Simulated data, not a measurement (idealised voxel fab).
Process module, titled voxel tone inversion
FYI the section here is cut, 215 nm wide, cells are 5 nm squares.
A cross-section is a grid of square cells, given in bands from the top down. A band is one or more rows of cells. Per band: top height and bottom height in nm, followed by the left-to-right materials and their widths in nm; "throughout" marks a single material spanning edge to edge, "empty" marks empty space. Below 0: as-received wafer, all one material; heights counted from there. Lowest band: no bottom, goes on down, written "0 and below". A width such as "30->40" changes by the same amount from each row of cells to the next, from the band's top row to its bottom row. A step reported as "all unchanged" is a step in which no cell of the cross-section changed. Under "Voids, sealed" you'll find the enclosed gaps, the ones with no way out to the top, that are 8 cells or bigger; each reads width x height at distance, with distance counted from the left edge, everything in nm. Whatever follows a step's settings on its line is a remark the simulator itself makes about that step. Each step line may optionally specify "overlay nm", which for a step with a mask gives the rightward distance between the mask's planned place and where it lay, a negative value indicating the leftward direction.

This section lists the process steps that were planned
1) RECEIVE with material Si
2) CONFORMAL_DEP with material SiN, thk nm 10
3) DIRECTIONAL_DEP with material polySi, thk nm 25
4) PATTERN with tone cover, mask id POSTS, material resist, width nm 20, pitch nm 50, thk nm 35, overlay nm 0
5) DIRECTIONAL_ETCH with etch materials polySi, depth nm 25
6) STRIP with etch materials resist
7) FILL_DEP with material lowk, thk nm 5
8) CMP with height nm 35
9) STRIP with etch materials polySi
10) CONFORMAL_DEP with material TiN, thk nm 5
11) FILL_DEP with material Ru, thk nm 10
12) CMP with height nm 35
13) CONFORMAL_DEP with material SiCN, thk nm 5

Incoming wafer in cross-section (state: after step 1)
	0 and below  Si throughout
	Voids, sealed: none

Look at the cross-section after the module: the wafer started out the way shown above and the plan was the one shown above, yet one mistake was made along the way
	40 down to 35  SiCN throughout
	35 down to 30  TiN (50) | Ru (10) | TiN (40) | Ru (10) | TiN (40) | Ru (10) | TiN (55)
	30 down to 15  lowk (45) | TiN (5) | Ru (10) | TiN (5) | lowk (30) | TiN (5) | Ru (10) | TiN (5) | lowk (30) | TiN (5) | Ru (10) | TiN (5) | lowk (50)
	15 down to 10  lowk (45) | TiN (20) | lowk (30) | TiN (20) | lowk (30) | TiN (20) | lowk (50)
	10 down to 0  SiN throughout
	0 and below  Si throughout
	Voids, sealed: none
Error vs. plan: contrary to plan, step 8 was performed as CMP with height nm 30
